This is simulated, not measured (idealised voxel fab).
Process module, titled voxel quadruple lines
Cross-section cut: width 170 nm, square cells of 5 nm.
In what follows, cross-sections appear as grids of square cells, described through bands that run from the top down, where every band is one or more rows of cells.
Each band's line starts with the height of the band's top and of its bottom, in nm. Then come its materials from left to right, each with its width in nm. One material with "all across" fills the band from edge to edge. "blank" is empty space.
Heights are expressed relative to 0, this being the level below which the as-received wafer comprises one material exclusively. The lowest band is unbounded in the downward direction and is denoted as in "z 0 and below".
Per-row width for "30->40": begins at first number (top row of band), ends at second number (bottom row), increment between rows held constant.
"nothing different" for a step: no cell of the cross-section changed in that step.
In the "Tabulated closed voids" entry, you get each enclosed empty space of 8 cells or more, one with no open way to the top, written width x height at distance, distance from the left edge, in nm.
On each step's line, the part that comes after the settings is the simulator's own comment on the step.
overlay nm: step with mask; distance mask lay right of planned place; negative value = left of planned place.
Note on reading: below, each pair holds a cross-section from before one process step and one from after it; the one from after shows only down to the lowest band that changed. Beneath the pair, the step in between is stated along with its settings. The pairs can stem from different runs of this module on the same starting wafer. Where a pair's entry headed "Pre-step geometry" says so, and only there, that pair continues from the pair above it.
**Pre-step geometry**
  z 0 and below: Si all across
  Tabulated closed voids: none
**after**
  z 5 to 0: Al2O3 all across
  Whatever lies below 0 is exactly as it was before.
  Tabulated closed voids: none
the step between: op CONFORMAL_DEP | material Al2O3 | thk nm 5
Pre-step geometry: no separate figure, the pair right above already shows it after its step.
**after**
  z 15 to 5: W all across
  Whatever lies below 5 is exactly as it was before.
  Tabulated closed voids: none
the step between: op DIRECTIONAL_DEP | material W | thk nm 10
Pre-step geometry: no separate figure, the pair right above already shows it after its step.
**after**
  z 30 to 15: polySi all across
  Whatever lies below 15 is exactly as it was before.
  Tabulated closed voids: none
the step between: op DIRECTIONAL_DEP | material polySi | thk nm 15
Pre-step geometry: no separate figure, the pair right above already shows it after its step.
**after**
  z 50 to 30: aC all across
  Whatever lies below 30 is exactly as it was before.
  Tabulated closed voids: none
the step between: op DIRECTIONAL_DEP | material aC | thk nm 20
Pre-step geometry: no separate figure, the pair right above already shows it after its step.
**after**
  z 80 to 50: 45 nm blank  20 nm resist  40 nm blank  20 nm resist  45 nm blank
  Whatever lies below 50 is exactly as it was before.
  Tabulated closed voids: none
the step between: op PATTERN | tone cover | mask id MANDREL | material resist | width nm 20 | pitch nm 60 | thk nm 30 | overlay nm 0
Pre-step geometry: no separate figure, the pair right above already shows it after its step.
**after**
  z 60 to 50: 45 nm blank  20 nm resist  40 nm blank  20 nm resist  45 nm blank
  z 50 to 30: 45 nm blank  20 nm aC  40 nm blank  20 nm aC  45 nm blank
  Whatever lies below 30 is exactly as it was before.
  Tabulated closed voids: none
the step between: op DIRECTIONAL_ETCH | etch materials aC | depth nm 20
Pre-step geometry: no separate figure, the pair right above already shows it after its step.
**after**
  z 50 to 30: 45 nm blank  20 nm aC  40 nm blank  20 nm aC  45 nm blank
  Whatever lies below 30 is exactly as it was before.
  Tabulated closed voids: none
the step between: op STRIP | etch materials resist
Pre-step geometry: no separate figure, the pair right above already shows it after its step.
**after**
  z 60 to 50: 35 nm blank  40 nm SiO2  20 nm blank  40 nm SiO2  35 nm blank
  z 50 to 40: 35 nm blank  10 nm SiO2  20 nm aC  10 nm SiO2  20 nm blank  10 nm SiO2  20 nm aC  10 nm SiO2  35 nm blank
  z 40 to 30: 45 nm SiO2  20 nm aC  40 nm SiO2  20 nm aC  45 nm SiO2
  Whatever lies below 30 is exactly as it was before.
  Tabulated closed voids: none
the step between: op CONFORMAL_DEP | material SiO2 | thk nm 10
Pre-step geometry: no separate figure, the pair right above already shows it after its step.
**after**
  z 50 to 30: 35 nm blank  10 nm SiO2  20 nm aC  10 nm SiO2  20 nm blank  10 nm SiO2  20 nm aC  10 nm SiO2  35 nm blank
  Whatever lies below 30 is exactly as it was before.
  Tabulated closed voids: none
the step between: op DIRECTIONAL_ETCH | etch materials SiO2 | depth nm 10
Pre-step geometry: no separate figure, the pair right above already shows it after its step.
**after**
  z 50 to 30: 35 nm blank  10 nm SiO2  20 nm blank  10 nm SiO2  20 nm blank  10 nm SiO2  20 nm blank  10 nm SiO2  35 nm blank
  Whatever lies below 30 is exactly as it was before.
  Tabulated closed voids: none
the step between: op STRIP | etch materials aC
Pre-step geometry: no separate figure, the pair right above already shows it after its step.
**after**
  z 50 to 30: 35 nm blank  10 nm SiO2  20 nm blank  10 nm SiO2  20 nm blank  10 nm SiO2  20 nm blank  10 nm SiO2  35 nm blank
  z 30 to 15: 35 nm blank  10 nm polySi  20 nm blank  10 nm polySi  20 nm blank  10 nm polySi  20 nm blank  10 nm polySi  35 nm blank
  Whatever lies below 15 is exactly as it was before.
  Tabulated closed voids: none
the step between: op DIRECTIONAL_ETCH | etch materials polySi | depth nm 15
Pre-step geometry: no separate figure, the pair right above already shows it after its step.
**after**
  z 30 to 15: 35 nm blank  10 nm polySi  20 nm blank  10 nm polySi  20 nm blank  10 nm polySi  20 nm blank  10 nm polySi  35 nm blank
  Whatever lies below 15 is exactly as it was before.
  Tabulated closed voids: none
the step between: op STRIP | etch materials SiO2
Pre-step geometry: no separate figure, the pair right above already shows it after its step.
**after**
  z 35 to 30: 30 nm blank  20 nm SiCN  10 nm blank  20 nm SiCN  10 nm blank  20 nm SiCN  10 nm blank  20 nm SiCN  30 nm blank
  z 30 to 20: 30 nm blank  5 nm SiCN  10 nm polySi  5 nm SiCN  10 nm blank  5 nm SiCN  10 nm polySi  5 nm SiCN  10 nm blank  5 nm SiCN  10 nm polySi  5 nm SiCN  10 nm blank  5 nm SiCN  10 nm polySi  5 nm SiCN  30 nm blank
  z 20 to 15: 35 nm SiCN  10 nm polySi  20 nm SiCN  10 nm polySi  20 nm SiCN  10 nm polySi  20 nm SiCN  10 nm polySi  35 nm SiCN
  Whatever lies below 15 is exactly as it was before.
  Tabulated closed voids: none
the step between: op CONFORMAL_DEP | material SiCN | thk nm 5
Pre-step geometry: no separate figure, the pair right above already shows it after its step.
**after**
  z 30 to 15: 30 nm blank  5 nm SiCN  10 nm polySi  5 nm SiCN  10 nm blank  5 nm SiCN  10 nm polySi  5 nm SiCN  10 nm blank  5 nm SiCN  10 nm polySi  5 nm SiCN  10 nm blank  5 nm SiCN  10 nm polySi  5 nm SiCN  30 nm blank
  Whatever lies below 15 is exactly as it was before.
  Tabulated closed voids: none
the step between: op DIRECTIONAL_ETCH | etch materials SiCN | depth nm 5
Pre-step geometry: no separate figure, the pair right above already shows it after its step.
**after**
  z 30 to 15: 30 nm blank  5 nm SiCN  10 nm blank  5 nm SiCN  10 nm blank  5 nm SiCN  10 nm blank  5 nm SiCN  10 nm blank  5 nm SiCN  10 nm blank  5 nm SiCN  10 nm blank  5 nm SiCN  10 nm blank  5 nm SiCN  30 nm blank
  Whatever lies below 15 is exactly as it was before.
  Tabulated closed voids: none
the step between: op STRIP | etch materials polySi
Pre-step geometry: no separate figure, the pair right above already shows it after its step.
**after**
  z 30 to 15: 30 nm blank  5 nm SiCN  10 nm blank  5 nm SiCN  10 nm blank  5 nm SiCN  10 nm blank  5 nm SiCN  10 nm blank  5 nm SiCN  10 nm blank  5 nm SiCN  10 nm blank  5 nm SiCN  10 nm blank  5 nm SiCN  30 nm blank
  z 15 to 5: 30 nm blank  5 nm W  10 nm blank  5 nm W  10 nm blank  5 nm W  10 nm blank  5 nm W  10 nm blank  5 nm W  10 nm blank  5 nm W  10 nm blank  5 nm W  10 nm blank  5 nm W  30 nm blank
  Whatever lies below 5 is exactly as it was before.
  Tabulated closed voids: none
the step between: op DIRECTIONAL_ETCH | etch materials W | depth nm 10
Pre-step geometry: no separate figure, the pair right above already shows it after its step.
**after**
  z 15 to 5: 30 nm blank  5 nm W  10 nm blank  5 nm W  10 nm blank  5 nm W  10 nm blank  5 nm W  10 nm blank  5 nm W  10 nm blank  5 nm W  10 nm blank  5 nm W  10 nm blank  5 nm W  30 nm blank
  Whatever lies below 5 is exactly as it was before.
  Tabulated closed voids: none
the step between: op STRIP | etch materials SiCN
Pre-step geometry: no separate figure, the pair right above already shows it after its step.
**after**
  z 25 to 15: SiO2 all across
  z 15 to 5: 30 nm SiO2  5 nm W  10 nm SiO2  5 nm W  10 nm SiO2  5 nm W  10 nm SiO2  5 nm W  10 nm SiO2  5 nm W  10 nm SiO2  5 nm W  10 nm SiO2  5 nm W  10 nm SiO2  5 nm W  30 nm SiO2
  Whatever lies below 5 is exactly as it was before.
  Tabulated closed voids: none
the step between: op FILL_DEP | material SiO2 | thk nm 10
Pre-step geometry: no separate figure, the pair right above already shows it after its step.
**after**
  z 15 to 5: 30 nm SiO2  5 nm W  10 nm SiO2  5 nm W  10 nm SiO2  5 nm W  10 nm SiO2  5 nm W  10 nm SiO2  5 nm W  10 nm SiO2  5 nm W  10 nm SiO2  5 nm W  10 nm SiO2  5 nm W  30 nm SiO2
  Whatever lies below 5 is exactly as it was before.
  Tabulated closed voids: none
the step between: op CMP | height nm 15
**Pre-step geometry**
  z 0 and below: Si all across
  Tabulated closed voids: none
**after**
  z 10 to 0: W all across
  Whatever lies below 0 is exactly as it was before.
  Tabulated closed voids: none
the step between: op DIRECTIONAL_DEP | material W | thk nm 10
Pre-step geometry: no separate figure, the pair right above already shows it after its step.
**after**
  z 25 to 10: polySi all across
  Whatever lies below 10 is exactly as it was before.
  Tabulated closed voids: none
the step between: op DIRECTIONAL_DEP | material polySi | thk nm 15
Pre-step geometry: no separate figure, the pair right above already shows it after its step.
**after**
  z 45 to 25: aC all across
  Whatever lies below 25 is exactly as it was before.
  Tabulated closed voids: none
the step between: op DIRECTIONAL_DEP | material aC | thk nm 20
Pre-step geometry: no separate figure, the pair right above already shows it after its step.
**after**
  z 75 to 45: 45 nm blank  20 nm resist  40 nm blank  20 nm resist  45 nm blank
  Whatever lies below 45 is exactly as it was before.
  Tabulated closed voids: none
the step between: op PATTERN | tone cover | mask id MANDREL | material resist | width nm 20 | pitch nm 60 | thk nm 30 | overlay nm 0
Pre-step geometry: no separate figure, the pair right above already shows it after its step.
**after**
  z 55 to 45: 45 nm blank  20 nm resist  40 nm blank  20 nm resist  45 nm blank
  z 45 to 25: 45 nm blank  20 nm aC  40 nm blank  20 nm aC  45 nm blank
  Whatever lies below 25 is exactly as it was before.
  Tabulated closed voids: none
the step between: op DIRECTIONAL_ETCH | etch materials aC | depth nm 20
Pre-step geometry: no separate figure, the pair right above already shows it after its step.
**after**
  z 45 to 25: 45 nm blank  20 nm aC  40 nm blank  20 nm aC  45 nm blank
  Whatever lies below 25 is exactly as it was before.
  Tabulated closed voids: none
the step between: op STRIP | etch materials resist
Pre-step geometry: no separate figure, the pair right above already shows it after its step.
**after**
  z 55 to 45: 35 nm blank  40 nm SiO2  20 nm blank  40 nm SiO2  35 nm blank
  z 45 to 35: 35 nm blank  10 nm SiO2  20 nm aC  10 nm SiO2  20 nm blank  10 nm SiO2  20 nm aC  10 nm SiO2  35 nm blank
  z 35 to 25: 45 nm SiO2  20 nm aC  40 nm SiO2  20 nm aC  45 nm SiO2
  Whatever lies below 25 is exactly as it was before.
  Tabulated closed voids: none
the step between: op CONFORMAL_DEP | material SiO2 | thk nm 10
Pre-step geometry: no separate figure, the pair right above already shows it after its step.
**after**
  z 45 to 25: 35 nm blank  10 nm SiO2  20 nm aC  10 nm SiO2  20 nm blank  10 nm SiO2  20 nm aC  10 nm SiO2  35 nm blank
  Whatever lies below 25 is exactly as it was before.
  Tabulated closed voids: none
the step between: op DIRECTIONAL_ETCH | etch materials SiO2 | depth nm 10
Pre-step geometry: no separate figure, the pair right above already shows it after its step.
**after**
  z 45 to 25: 35 nm blank  10 nm SiO2  20 nm blank  10 nm SiO2  20 nm blank  10 nm SiO2  20 nm blank  10 nm SiO2  35 nm blank
  Whatever lies below 25 is exactly as it was before.
  Tabulated closed voids: none
the step between: op STRIP | etch materials aC
Pre-step geometry: no separate figure, the pair right above already shows it after its step.
**after**
  z 45 to 25: 35 nm blank  10 nm SiO2  20 nm blank  10 nm SiO2  20 nm blank  10 nm SiO2  20 nm blank  10 nm SiO2  35 nm blank
  z 25 to 10: 35 nm blank  10 nm polySi  20 nm blank  10 nm polySi  20 nm blank  10 nm polySi  20 nm blank  10 nm polySi  35 nm blank
  Whatever lies below 10 is exactly as it was before.
  Tabulated closed voids: none
the step between: op DIRECTIONAL_ETCH | etch materials polySi | depth nm 15
Pre-step geometry: no separate figure, the pair right above already shows it after its step.
**after**
  z 25 to 10: 35 nm blank  10 nm polySi  20 nm blank  10 nm polySi  20 nm blank  10 nm polySi  20 nm blank  10 nm polySi  35 nm blank
  Whatever lies below 10 is exactly as it was before.
  Tabulated closed voids: none
the step between: op STRIP | etch materials SiO2
Pre-step geometry: no separate figure, the pair right above already shows it after its step.
**after**
  z 30 to 25: 30 nm blank  20 nm SiCN  10 nm blank  20 nm SiCN  10 nm blank  20 nm SiCN  10 nm blank  20 nm SiCN  30 nm blank
  z 25 to 15: 30 nm blank  5 nm SiCN  10 nm polySi  5 nm SiCN  10 nm blank  5 nm SiCN  10 nm polySi  5 nm SiCN  10 nm blank  5 nm SiCN  10 nm polySi  5 nm SiCN  10 nm blank  5 nm SiCN  10 nm polySi  5 nm SiCN  30 nm blank
  z 15 to 10: 35 nm SiCN  10 nm polySi  20 nm SiCN  10 nm polySi  20 nm SiCN  10 nm polySi  20 nm SiCN  10 nm polySi  35 nm SiCN
  Whatever lies below 10 is exactly as it was before.
  Tabulated closed voids: none
the step between: op CONFORMAL_DEP | material SiCN | thk nm 5
Pre-step geometry: no separate figure, the pair right above already shows it after its step.
**after**
  z 25 to 10: 30 nm blank  5 nm SiCN  10 nm polySi  5 nm SiCN  10 nm blank  5 nm SiCN  10 nm polySi  5 nm SiCN  10 nm blank  5 nm SiCN  10 nm polySi  5 nm SiCN  10 nm blank  5 nm SiCN  10 nm polySi  5 nm SiCN  30 nm blank
  Whatever lies below 10 is exactly as it was before.
  Tabulated closed voids: none
the step between: op DIRECTIONAL_ETCH | etch materials SiCN | depth nm 5
Pre-step geometry: no separate figure, the pair right above already shows it after its step.
**after**
  z 25 to 10: 30 nm blank  5 nm SiCN  10 nm blank  5 nm SiCN  10 nm blank  5 nm SiCN  10 nm blank  5 nm SiCN  10 nm blank  5 nm SiCN  10 nm blank  5 nm SiCN  10 nm blank  5 nm SiCN  10 nm blank  5 nm SiCN  30 nm blank
  Whatever lies below 10 is exactly as it was before.
  Tabulated closed voids: none
the step between: op STRIP | etch materials polySi
Pre-step geometry: no separate figure, the pair right above already shows it after its step.
**after**
  z 25 to 10: 30 nm blank  5 nm SiCN  10 nm blank  5 nm SiCN  10 nm blank  5 nm SiCN  10 nm blank  5 nm SiCN  10 nm blank  5 nm SiCN  10 nm blank  5 nm SiCN  10 nm blank  5 nm SiCN  10 nm blank  5 nm SiCN  30 nm blank
  z 10 to 0: 30 nm blank  5 nm W  10 nm blank  5 nm W  10 nm blank  5 nm W  10 nm blank  5 nm W  10 nm blank  5 nm W  10 nm blank  5 nm W  10 nm blank  5 nm W  10 nm blank  5 nm W  30 nm blank
  Whatever lies below 0 is exactly as it was before.
  Tabulated closed voids: none
the step between: op DIRECTIONAL_ETCH | etch materials W | depth nm 10
Pre-step geometry: no separate figure, the pair right above already shows it after its step.
**after**
  z 10 to 0: 30 nm blank  5 nm W  10 nm blank  5 nm W  10 nm blank  5 nm W  10 nm blank  5 nm W  10 nm blank  5 nm W  10 nm blank  5 nm W  10 nm blank  5 nm W  10 nm blank  5 nm W  30 nm blank
  Whatever lies below 0 is exactly as it was before.
  Tabulated closed voids: none
the step between: op STRIP | etch materials SiCN
Pre-step geometry: no separate figure, the pair right above already shows it after its step.
**after**
  z 20 to 10: SiO2 all across
  z 10 to 0: 30 nm SiO2  5 nm W  10 nm SiO2  5 nm W  10 nm SiO2  5 nm W  10 nm SiO2  5 nm W  10 nm SiO2  5 nm W  10 nm SiO2  5 nm W  10 nm SiO2  5 nm W  10 nm SiO2  5 nm W  30 nm SiO2
  Whatever lies below 0 is exactly as it was before.
  Tabulated closed voids: none
the step between: op FILL_DEP | material SiO2 | thk nm 10
Pre-step geometry: no separate figure, the pair right above already shows it after its step.
**after**
  z 15 to 10: SiO2 all across
  Whatever lies below 10 is exactly as it was before.
  Tabulated closed voids: none
the step between: op CMP | height nm 15
**Pre-step geometry**
  z 5 to 0: Al2O3 all across
  z 0 and below: Si all across
  Tabulated closed voids: none
**after**
  z 20 to 5: polySi all across
  Whatever lies below 5 is exactly as it was before.
  Tabulated closed voids: none
the step between: op DIRECTIONAL_DEP | material polySi | thk nm 15
Pre-step geometry: no separate figure, the pair right above already shows it after its step.
**after**
  z 30 to 20: W all across
  Whatever lies below 20 is exactly as it was before.
  Tabulated closed voids: none
the step between: op DIRECTIONAL_DEP | material W | thk nm 10
Pre-step geometry: no separate figure, the pair right above already shows it after its step.
**after**
  z 50 to 30: aC all across
  Whatever lies below 30 is exactly as it was before.
  Tabulated closed voids: none
the step between: op DIRECTIONAL_DEP | material aC | thk nm 20
Pre-step geometry: no separate figure, the pair right above already shows it after its step.
**after**
  z 80 to 50: 45 nm blank  20 nm resist  40 nm blank  20 nm resist  45 nm blank
  Whatever lies below 50 is exactly as it was before.
  Tabulated closed voids: none
the step between: op PATTERN | tone cover | mask id MANDREL | material resist | width nm 20 | pitch nm 60 | thk nm 30 | overlay nm 0
Pre-step geometry: no separate figure, the pair right above already shows it after its step.
**after**
  z 60 to 50: 45 nm blank  20 nm resist  40 nm blank  20 nm resist  45 nm blank
  z 50 to 30: 45 nm blank  20 nm aC  40 nm blank  20 nm aC  45 nm blank
  Whatever lies below 30 is exactly as it was before.
  Tabulated closed voids: none
the step between: op DIRECTIONAL_ETCH | etch materials aC | depth nm 20
Pre-step geometry: no separate figure, the pair right above already shows it after its step.
**after**
  z 50 to 30: 45 nm blank  20 nm aC  40 nm blank  20 nm aC  45 nm blank
  Whatever lies below 30 is exactly as it was before.
  Tabulated closed voids: none
the step between: op STRIP | etch materials resist
Pre-step geometry: no separate figure, the pair right above already shows it after its step.
**after**
  z 60 to 50: 35 nm blank  40 nm SiO2  20 nm blank  40 nm SiO2  35 nm blank
  z 50 to 40: 35 nm blank  10 nm SiO2  20 nm aC  10 nm SiO2  20 nm blank  10 nm SiO2  20 nm aC  10 nm SiO2  35 nm blank
  z 40 to 30: 45 nm SiO2  20 nm aC  40 nm SiO2  20 nm aC  45 nm SiO2
  Whatever lies below 30 is exactly as it was before.
  Tabulated closed voids: none
the step between: op CONFORMAL_DEP | material SiO2 | thk nm 10
Pre-step geometry: no separate figure, the pair right above already shows it after its step.
**after**
  z 50 to 30: 35 nm blank  10 nm SiO2  20 nm aC  10 nm SiO2  20 nm blank  10 nm SiO2  20 nm aC  10 nm SiO2  35 nm blank
  Whatever lies below 30 is exactly as it was before.
  Tabulated closed voids: none
the step between: op DIRECTIONAL_ETCH | etch materials SiO2 | depth nm 10
Pre-step geometry: no separate figure, the pair right above already shows it after its step.
**after**
  z 50 to 30: 35 nm blank  10 nm SiO2  20 nm blank  10 nm SiO2  20 nm blank  10 nm SiO2  20 nm blank  10 nm SiO2  35 nm blank
  Whatever lies below 30 is exactly as it was before.
  Tabulated closed voids: none
the step between: op STRIP | etch materials aC
Pre-step geometry: no separate figure, the pair right above already shows it after its step.
**after**
  z 30 to 20: W all across
  Whatever lies below 20 is exactly as it was before.
  Tabulated closed voids: none
the step between: op STRIP | etch materials SiO2
Pre-step geometry: no separate figure, the pair right above already shows it after its step.
**after**
  z 35 to 30: SiCN all across
  Whatever lies below 30 is exactly as it was before.
  Tabulated closed voids: none
the step between: op CONFORMAL_DEP | material SiCN | thk nm 5
Pre-step geometry: no separate figure, the pair right above already shows it after its step.
**after**
  z 30 to 20: W all across
  Whatever lies below 20 is exactly as it was before.
  Tabulated closed voids: none
the step between: op DIRECTIONAL_ETCH | etch materials SiCN | depth nm 5
Pre-step geometry: no separate figure, the pair right above already shows it after its step.
**after**
  z 20 to 5: polySi all across
  Whatever lies below 5 is exactly as it was before.
  Tabulated closed voids: none
the step between: op DIRECTIONAL_ETCH | etch materials W | depth nm 10
Pre-step geometry: no separate figure, the pair right above already shows it after its step.
**after**
  z 30 to 20: SiO2 all across
  Whatever lies below 20 is exactly as it was before.
  Tabulated closed voids: none
the step between: op FILL_DEP | material SiO2 | thk nm 10
Pre-step geometry: no separate figure, the pair right above already shows it after its step.
**after**
  z 15 to 5: polySi all across
  Whatever lies below 5 is exactly as it was before.
  Tabulated closed voids: none
the step between: op CMP | height nm 15
**Pre-step geometry**
  z 50 to 30: 45 nm blank  20 nm aC  40 nm blank  20 nm aC  45 nm blank
  z 30 to 15: polySi all across
  z 15 to 5: W all across
  z 5 to 0: Al2O3 all across
  z 0 and below: Si all across
  Tabulated closed voids: none
**after**
  z 55 to 50: 40 nm blank  30 nm SiO2  30 nm blank  30 nm SiO2  40 nm blank
  z 50 to 35: 40 nm blank  5 nm SiO2  20 nm aC  5 nm SiO2  30 nm blank  5 nm SiO2  20 nm aC  5 nm SiO2  40 nm blank
  z 35 to 30: 45 nm SiO2  20 nm aC  40 nm SiO2  20 nm aC  45 nm SiO2
  Whatever lies below 30 is exactly as it was before.
  Tabulated closed voids: none
the step between: op CONFORMAL_DEP | material SiO2 | thk nm 5
Pre-step geometry: no separate figure, the pair right above already shows it after its step.
**after**
  z 50 to 45: 45 nm blank  20 nm aC  40 nm blank  20 nm aC  45 nm blank
  z 45 to 30: 40 nm blank  5 nm SiO2  20 nm aC  5 nm SiO2  30 nm blank  5 nm SiO2  20 nm aC  5 nm SiO2  40 nm blank
  Whatever lies below 30 is exactly as it was before.
  Tabulated closed voids: none
the step between: op DIRECTIONAL_ETCH | etch materials SiO2 | depth nm 10
Pre-step geometry: no separate figure, the pair right above already shows it after its step.
**after**
  z 45 to 30: 40 nm blank  5 nm SiO2  20 nm blank  5 nm SiO2  30 nm blank  5 nm SiO2  20 nm blank  5 nm SiO2  40 nm blank
  Whatever lies below 30 is exactly as it was before.
  Tabulated closed voids: none
the step between: op STRIP | etch materials aC
Pre-step geometry: no separate figure, the pair right above already shows it after its step.
**after**
  z 45 to 30: 40 nm blank  5 nm SiO2  20 nm blank  5 nm SiO2  30 nm blank  5 nm SiO2  20 nm blank  5 nm SiO2  40 nm blank
  z 30 to 15: 40 nm blank  5 nm polySi  20 nm blank  5 nm polySi  30 nm blank  5 nm polySi  20 nm blank  5 nm polySi  40 nm blank
  Whatever lies below 15 is exactly as it was before.
  Tabulated closed voids: none
the step between: op DIRECTIONAL_ETCH | etch materials polySi | depth nm 15
Pre-step geometry: no separate figure, the pair right above already shows it after its step.
**after**
  z 30 to 15: 40 nm blank  5 nm polySi  20 nm blank  5 nm polySi  30 nm blank  5 nm polySi  20 nm blank  5 nm polySi  40 nm blank
  Whatever lies below 15 is exactly as it was before.
  Tabulated closed voids: none
the step between: op STRIP | etch materials SiO2
Pre-step geometry: no separate figure, the pair right above already shows it after its step.
**after**
  z 35 to 30: 35 nm blank  15 nm SiCN  10 nm blank  15 nm SiCN  20 nm blank  15 nm SiCN  10 nm blank  15 nm SiCN  35 nm blank
  z 30 to 20: 35 nm blank  5 nm SiCN  5 nm polySi  5 nm SiCN  10 nm blank  5 nm SiCN  5 nm polySi  5 nm SiCN  20 nm blank  5 nm SiCN  5 nm polySi  5 nm SiCN  10 nm blank  5 nm SiCN  5 nm polySi  5 nm SiCN  35 nm blank
  z 20 to 15: 40 nm SiCN  5 nm polySi  20 nm SiCN  5 nm polySi  30 nm SiCN  5 nm polySi  20 nm SiCN  5 nm polySi  40 nm SiCN
  Whatever lies below 15 is exactly as it was before.
  Tabulated closed voids: none
the step between: op CONFORMAL_DEP | material SiCN | thk nm 5
Pre-step geometry: no separate figure, the pair right above already shows it after its step.
**after**
  z 30 to 15: 35 nm blank  5 nm SiCN  5 nm polySi  5 nm SiCN  10 nm blank  5 nm SiCN  5 nm polySi  5 nm SiCN  20 nm blank  5 nm SiCN  5 nm polySi  5 nm SiCN  10 nm blank  5 nm SiCN  5 nm polySi  5 nm SiCN  35 nm blank
  Whatever lies below 15 is exactly as it was before.
  Tabulated closed voids: none
the step between: op DIRECTIONAL_ETCH | etch materials SiCN | depth nm 5
Pre-step geometry: no separate figure, the pair right above already shows it after its step.
**after**
  z 30 to 15: 35 nm blank  5 nm SiCN  5 nm blank  5 nm SiCN  10 nm blank  5 nm SiCN  5 nm blank  5 nm SiCN  20 nm blank  5 nm SiCN  5 nm blank  5 nm SiCN  10 nm blank  5 nm SiCN  5 nm blank  5 nm SiCN  35 nm blank
  Whatever lies below 15 is exactly as it was before.
  Tabulated closed voids: none
the step between: op STRIP | etch materials polySi
Pre-step geometry: no separate figure, the pair right above already shows it after its step.
**after**
  z 30 to 15: 35 nm blank  5 nm SiCN  5 nm blank  5 nm SiCN  10 nm blank  5 nm SiCN  5 nm blank  5 nm SiCN  20 nm blank  5 nm SiCN  5 nm blank  5 nm SiCN  10 nm blank  5 nm SiCN  5 nm blank  5 nm SiCN  35 nm blank
  z 15 to 5: 35 nm blank  5 nm W  5 nm blank  5 nm W  10 nm blank  5 nm W  5 nm blank  5 nm W  20 nm blank  5 nm W  5 nm blank  5 nm W  10 nm blank  5 nm W  5 nm blank  5 nm W  35 nm blank
  Whatever lies below 5 is exactly as it was before.
  Tabulated closed voids: none
the step between: op DIRECTIONAL_ETCH | etch materials W | depth nm 10
Pre-step geometry: no separate figure, the pair right above already shows it after its step.
**after**
  z 15 to 5: 35 nm blank  5 nm W  5 nm blank  5 nm W  10 nm blank  5 nm W  5 nm blank  5 nm W  20 nm blank  5 nm W  5 nm blank  5 nm W  10 nm blank  5 nm W  5 nm blank  5 nm W  35 nm blank
  Whatever lies below 5 is exactly as it was before.
  Tabulated closed voids: none
the step between: op STRIP | etch materials SiCN
Pre-step geometry: no separate figure, the pair right above already shows it after its step.
**after**
  z 25 to 15: SiO2 all across
  z 15 to 5: 35 nm SiO2  5 nm W  5 nm SiO2  5 nm W  10 nm SiO2  5 nm W  5 nm SiO2  5 nm W  20 nm SiO2  5 nm W  5 nm SiO2  5 nm W  10 nm SiO2  5 nm W  5 nm SiO2  5 nm W  35 nm SiO2
  Whatever lies below 5 is exactly as it was before.
  Tabulated closed voids: none
the step between: op FILL_DEP | material SiO2 | thk nm 10
Pre-step geometry: no separate figure, the pair right above already shows it after its step.
**after**
  z 15 to 5: 35 nm SiO2  5 nm W  5 nm SiO2  5 nm W  10 nm SiO2  5 nm W  5 nm SiO2  5 nm W  20 nm SiO2  5 nm W  5 nm SiO2  5 nm W  10 nm SiO2  5 nm W  5 nm SiO2  5 nm W  35 nm SiO2
  Whatever lies below 5 is exactly as it was before.
  Tabulated closed voids: none
the step between: op CMP | height nm 15
**Pre-step geometry**
  z 50 to 30: aC all across
  z 30 to 15: polySi all across
  z 15 to 5: W all across
  z 5 to 0: Al2O3 all across
  z 0 and below: Si all across
  Tabulated closed voids: none
**after**
  z 80 to 50: 50 nm blank  15 nm resist  45 nm blank  15 nm resist  45 nm blank
  Whatever lies below 50 is exactly as it was before.
  Tabulated closed voids: none
the step between: op PATTERN | tone cover | mask id MANDREL | material resist | width nm 15 | pitch nm 60 | thk nm 30 | overlay nm 0
Pre-step geometry: no separate figure, the pair right above already shows it after its step.
**after**
  z 60 to 50: 50 nm blank  15 nm resist  45 nm blank  15 nm resist  45 nm blank
  z 50 to 30: 50 nm blank  15 nm aC  45 nm blank  15 nm aC  45 nm blank
  Whatever lies below 30 is exactly as it was before.
  Tabulated closed voids: none
the step between: op DIRECTIONAL_ETCH | etch materials aC | depth nm 20
Pre-step geometry: no separate figure, the pair right above already shows it after its step.
**after**
  z 50 to 30: 50 nm blank  15 nm aC  45 nm blank  15 nm aC  45 nm blank
  Whatever lies below 30 is exactly as it was before.
  Tabulated closed voids: none
the step between: op STRIP | etch materials resist
Pre-step geometry: no separate figure, the pair right above already shows it after its step.
**after**
  z 60 to 50: 40 nm blank  35 nm SiO2  25 nm blank  35 nm SiO2  35 nm blank
  z 50 to 40: 40 nm blank  10 nm SiO2  15 nm aC  10 nm SiO2  25 nm blank  10 nm SiO2  15 nm aC  10 nm SiO2  35 nm blank
  z 40 to 30: 50 nm SiO2  15 nm aC  45 nm SiO2  15 nm aC  45 nm SiO2
  Whatever lies below 30 is exactly as it was before.
  Tabulated closed voids: none
the step between: op CONFORMAL_DEP | material SiO2 | thk nm 10
Pre-step geometry: no separate figure, the pair right above already shows it after its step.
**after**
  z 50 to 30: 40 nm blank  10 nm SiO2  15 nm aC  10 nm SiO2  25 nm blank  10 nm SiO2  15 nm aC  10 nm SiO2  35 nm blank
  Whatever lies below 30 is exactly as it was before.
  Tabulated closed voids: none
the step between: op DIRECTIONAL_ETCH | etch materials SiO2 | depth nm 10
Pre-step geometry: no separate figure, the pair right above already shows it after its step.
**after**
  z 50 to 30: 40 nm blank  10 nm SiO2  15 nm blank  10 nm SiO2  25 nm blank  10 nm SiO2  15 nm blank  10 nm SiO2  35 nm blank
  Whatever lies below 30 is exactly as it was before.
  Tabulated closed voids: none
the step between: op STRIP | etch materials aC
Pre-step geometry: no separate figure, the pair right above already shows it after its step.
**after**
  z 50 to 30: 40 nm blank  10 nm SiO2  15 nm blank  10 nm SiO2  25 nm blank  10 nm SiO2  15 nm blank  10 nm SiO2  35 nm blank
  z 30 to 15: 40 nm blank  10 nm polySi  15 nm blank  10 nm polySi  25 nm blank  10 nm polySi  15 nm blank  10 nm polySi  35 nm blank
  Whatever lies below 15 is exactly as it was before.
  Tabulated closed voids: none
the step between: op DIRECTIONAL_ETCH | etch materials polySi | depth nm 15
Pre-step geometry: no separate figure, the pair right above already shows it after its step.
**after**
  z 30 to 15: 40 nm blank  10 nm polySi  15 nm blank  10 nm polySi  25 nm blank  10 nm polySi  15 nm blank  10 nm polySi  35 nm blank
  Whatever lies below 15 is exactly as it was before.
  Tabulated closed voids: none
the step between: op STRIP | etch materials SiO2
